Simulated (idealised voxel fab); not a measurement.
Herein follows the process module entitled voxel gate over fins.
Section cut is 240 nm wide and gridded with 5 nm square cells.
Heads up, the way a cross-section reads in here is a grid of square cells, handed over as bands from the top down, with every band being one or more rows of cells. First you get the band's top height and its bottom height, in nm, and then the materials it's made of, left to right, with each width in nm. If you see a single material with "throughout", that one covers the band edge to edge. "blank" is empty space. It should be noted that heights are counted from 0, beneath which the wafer as supplied is of one material throughout, and that the lowest band possesses no lower boundary but continues downward, as written in "0 nm and below". Read "30..40" as a graded width: first number on top, second number at the bottom, same change between each pair of neighbouring rows. The cross-section has no changed cell in any step marked "remained the same". "Closed cavities" contains a list of empty spaces, each no smaller than 8 cells and without an open way to the top, written in the form width x height at distance with the distance from the left edge and all three in nm. Post-settings text on a step line: simulator's own remark regarding the step. "overlay nm" on a masked step: distance the mask lay right of its planned place, negative for left.

**Below is the list of planned process steps**
1: op RECEIVE | material Si
2: op CONFORMAL_DEP | material SiN | thk nm 5
3: op DIRECTIONAL_DEP | material aC | thk nm 10
4: op PATTERN | tone cover | mask id FINS | material resist | width nm 15 | pitch nm 35 | thk nm 30 | overlay nm 0
5: op DIRECTIONAL_ETCH | etch materials aC | depth nm 10
6: op STRIP | etch materials resist
7: op DIRECTIONAL_ETCH | etch materials SiN | depth nm 5
8: op DIRECTIONAL_ETCH | etch materials Si | depth nm 35
9: op STRIP | etch materials aC
10: op FILL_DEP | material SiO2 | thk nm 10
11: op CMP | height nm 5
12: op SELECTIVE_ETCH | etch materials SiO2 | depth nm 20
13: op STRIP | etch materials SiN
14: op CONFORMAL_DEP | material HfO2 | thk nm 5
15: op CONFORMAL_DEP | material TiN | thk nm 5
16: op FILL_DEP | material W | thk nm 10
17: op CMP | height nm 15
18: op CONFORMAL_DEP | material SiCN | thk nm 5

**Cross-section of the wafer at receipt, which is the condition after step 1**
> 0 nm and below  Si throughout
> Closed cavities: none

**Wafer cross-section at module end: first of two, run to plan**
> 20 nm to 15 nm  SiCN throughout
> 15 nm to 10 nm  W throughout
> 10 nm to 5 nm  W 50 nm / TiN 140 nm / W 50 nm
> 5 nm to 0 nm  W 50 nm / TiN 5 nm / HfO2 25 nm / TiN 10 nm / HfO2 25 nm / TiN 10 nm / HfO2 25 nm / TiN 10 nm / HfO2 25 nm / TiN 5 nm / W 50 nm
> 0 nm to -5 nm  W 50 nm / TiN 5 nm / HfO2 5 nm / Si 15 nm / HfO2 5 nm / TiN 10 nm / HfO2 5 nm / Si 15 nm / HfO2 5 nm / TiN 10 nm / HfO2 5 nm / Si 15 nm / HfO2 5 nm / TiN 10 nm / HfO2 5 nm / Si 15 nm / HfO2 5 nm / TiN 5 nm / W 50 nm
> -5 nm to -10 nm  TiN 55 nm / HfO2 5 nm / Si 15 nm / HfO2 5 nm / TiN 10 nm / HfO2 5 nm / Si 15 nm / HfO2 5 nm / TiN 10 nm / HfO2 5 nm / Si 15 nm / HfO2 5 nm / TiN 10 nm / HfO2 5 nm / Si 15 nm / HfO2 5 nm / TiN 55 nm
> -10 nm to -15 nm  HfO2 60 nm / Si 15 nm / HfO2 20 nm / Si 15 nm / HfO2 20 nm / Si 15 nm / HfO2 20 nm / Si 15 nm / HfO2 60 nm
> -15 nm to -35 nm  SiO2 60 nm / Si 15 nm / SiO2 20 nm / Si 15 nm / SiO2 20 nm / Si 15 nm / SiO2 20 nm / Si 15 nm / SiO2 60 nm
> -35 nm and below  Si throughout
> Closed cavities: none

**Cross-section at end of module for the second wafer of two, which matched the first in starting point and plan and differed by one mistake in its processing**
> 20 nm to 15 nm  SiCN throughout
> 15 nm to 10 nm  W throughout
> 10 nm to 5 nm  W 50 nm / TiN 140 nm / W 50 nm
> 5 nm to 0 nm  W 50 nm / TiN 5 nm / HfO2 25 nm / TiN 10 nm / HfO2 25 nm / TiN 10 nm / HfO2 25 nm / TiN 10 nm / HfO2 25 nm / TiN 5 nm / W 50 nm
> 0 nm to -5 nm  W 50 nm / TiN 5 nm / HfO2 5 nm / Si 15 nm / HfO2 5 nm / TiN 10 nm / HfO2 5 nm / Si 15 nm / HfO2 5 nm / TiN 10 nm / HfO2 5 nm / Si 15 nm / HfO2 5 nm / TiN 10 nm / HfO2 5 nm / Si 15 nm / HfO2 5 nm / TiN 5 nm / W 50 nm
> -5 nm to -10 nm  TiN 55 nm / HfO2 5 nm / Si 15 nm / HfO2 5 nm / TiN 10 nm / HfO2 5 nm / Si 15 nm / HfO2 5 nm / TiN 10 nm / HfO2 5 nm / Si 15 nm / HfO2 5 nm / TiN 10 nm / HfO2 5 nm / Si 15 nm / HfO2 5 nm / TiN 55 nm
> -10 nm to -15 nm  HfO2 45 nm / TiN 10 nm / HfO2 5 nm / Si 15 nm / HfO2 5 nm / TiN 10 nm / HfO2 5 nm / Si 15 nm / HfO2 5 nm / TiN 10 nm / HfO2 5 nm / Si 15 nm / HfO2 5 nm / TiN 10 nm / HfO2 5 nm / Si 15 nm / HfO2 5 nm / TiN 10 nm / HfO2 45 nm
> -15 nm to -20 nm  SiO2 40 nm / HfO2 20 nm / Si 15 nm / HfO2 20 nm / Si 15 nm / HfO2 20 nm / Si 15 nm / HfO2 20 nm / Si 15 nm / HfO2 20 nm / SiO2 40 nm
> -20 nm to -35 nm  SiO2 60 nm / Si 15 nm / SiO2 20 nm / Si 15 nm / SiO2 20 nm / Si 15 nm / SiO2 20 nm / Si 15 nm / SiO2 60 nm
> -35 nm and below  Si throughout
> Closed cavities: none
So what did we get wrong on this run? steps 12 and 13 swapped
In the final state, the cell counts of the second wafer exceed or fall short of those of the first for the following materials: +10 HfO2; -20 SiO2; +10 TiN
